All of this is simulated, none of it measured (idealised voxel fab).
Name of the process module below: voxel gate over fins
Shown is cross-section cut, with a width of 235 nm and square cells of size 5 nm.
A cross-section is written here as square cells arranged in a grid, and it is given in bands from the top down, each band taking up one or more rows of cells.
The band entry comprises the height of the band's top followed by the height of its bottom, expressed in nm, and subsequently the band's materials from left to right, each stated together with its width in nm. Where a single material is marked with the word "all across", that material fills the band from edge to edge. The word "blank" represents empty space.
The reference from which all heights are counted is 0, the level beneath which the as-received wafer is entirely one material; the lowest band, having no lower bound, proceeds downward and is written after the example "0 nm and below".
Width "30..40": first value at the band's top row of cells, second value at its bottom row, equal change from row to row.
Take "nothing altered" at face value: in the step it is given for, the cross-section changed in none of its cells.
What "Sealed-off cavities" gives you is every empty space of 8 cells or more that is cut off from the top. Each appears as width x height at distance, with the distance taken from the left edge and width, height and distance all in nm.
Past the settings on a step's line: simulator remark, on that step.
The line of a step may include "overlay nm". On a step with a mask, this value is how far to the right of its planned place the mask lay. A negative value means the mask lay to the left.

[So here's the lineup of process steps we planned]
1,RECEIVE,material Si
2,CONFORMAL_DEP,material SiN,thk nm 10
3,MASKED_ETCH,tone cover,mask id FINS,width nm 15,pitch nm 35,etch materials SiN,depth nm 10,overlay nm 0
4,MASKED_ETCH,tone cover,mask id FINS,width nm 15,pitch nm 35,etch materials Si,depth nm 35,overlay nm 0
5,FILL_DEP,material SiO2,thk nm 15
6,CMP,height nm 10
7,SELECTIVE_ETCH,etch materials SiO2,depth nm 20
8,STRIP,etch materials SiN
9,CONFORMAL_DEP,material HfO2,thk nm 5
10,CONFORMAL_DEP,material TiN,thk nm 5
11,FILL_DEP,material W,thk nm 15
12,CMP,height nm 20
13,CONFORMAL_DEP,material SiCN,thk nm 5

[As-received wafer cross-section (after step 1)]
	0 nm and below  Si all across
	Sealed-off cavities: none

[First wafer of two, sectioned at end of module; run went per plan]
	25 nm to 20 nm  SiCN all across
	20 nm to 10 nm  W all across
	10 nm to 5 nm  W=80 / TiN=70 / W=85
	5 nm to 0 nm  W=80 / TiN=5 / HfO2=25 / TiN=10 / HfO2=25 / TiN=5 / W=85
	0 nm to -5 nm  TiN=85 / HfO2=5 / Si=15 / HfO2=5 / TiN=10 / HfO2=5 / Si=15 / HfO2=5 / TiN=90
	-5 nm to -10 nm  HfO2=90 / Si=15 / HfO2=20 / Si=15 / HfO2=95
	-10 nm to -35 nm  SiO2=90 / Si=15 / SiO2=20 / Si=15 / SiO2=95
	-35 nm and below  Si all across
	Sealed-off cavities: none

[Here's the second of our two wafers sectioned at module end. Same start as the first, same plan, but one mistake got made running it]
	25 nm to 20 nm  SiCN all across
	20 nm to 10 nm  W all across
	10 nm to 5 nm  W=80 / TiN=70 / W=85
	5 nm to 0 nm  W=80 / TiN=5 / HfO2=25 / TiN=10 / HfO2=25 / TiN=5 / W=85
	0 nm to -5 nm  TiN=85 / HfO2=5 / Si=15 / HfO2=5 / TiN=10 / HfO2=5 / Si=15 / HfO2=5 / TiN=90
	-5 nm to -10 nm  HfO2=90 / Si=15 / HfO2=20 / Si=15 / HfO2=95
	-10 nm to -70 nm  SiO2=90 / Si=15 / SiO2=20 / Si=15 / SiO2=95
	-70 nm and below  Si all across
	Sealed-off cavities: none
Error vs. plan: twice, step 4 of the plan was run
Per the end-of-run cell counts, the second wafer holds more or fewer of some materials than the first: 287 fewer of Si, 287 more of SiO2
